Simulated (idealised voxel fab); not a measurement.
process module | voxel fin reveal
cross-section cut | 150 nm wide | cells 5 nm
A cross-section is a grid of square cells, given in bands from the top down. A band is one or more rows of cells.
Each band's line starts with the height of the band's top and of its bottom, in nm. Then come its materials from left to right, each with its width in nm. One material with "throughout" fills the band from edge to edge. "air" is empty space.
Height 0 is the level under which the wafer as received is all one material. The lowest band goes on downwards, as in "0 down".
A width such as "30 to 40" changes by the same amount from each row of cells to the next, from the band's top row to its bottom row.
"no change" after a step means that no cell of the cross-section changed.
closed voids: empty space of 8 cells or more with no open way to the top, each as width x height at its distance from the left edge, in nm
after a step's settings: what the simulator itself notes on the step
overlay nm, on a step with a mask: how far to the right of its planned place the mask lay; to the left if negative
plan
1 op RECEIVE | material Si
2 op CONFORMAL_DEP | material SiN | thk nm 10
3 op MASKED_ETCH | tone cover | mask id FINS | width nm 15 | pitch nm 45 | etch materials SiN | depth nm 10 | overlay nm 0
4 op MASKED_ETCH | tone cover | mask id FINS | width nm 15 | pitch nm 45 | etch materials Si | depth nm 30 | overlay nm 0
5 op OXIDIZE | depth nm 5
6 op FILL_DEP | material SiO2 | thk nm 5
7 op CMP | height nm 10
8 op SELECTIVE_ETCH | etch materials SiO2 | depth nm 30
9 op STRIP | etch materials SiN
as received, after step 1
  0 down: Si throughout
  closed voids: none
a wafer at the end: this start, this plan, one mistake
  0 to -5: Si 40 | air 25 | Si 20 | air 25 | Si 40
  -5 down: Si throughout
  closed voids: none
what went wrong: step 3 ran as: op MASKED_ETCH | tone open | mask id FINS | width nm 15 | pitch nm 45 | etch materials SiN | depth nm 10 | overlay nm 0
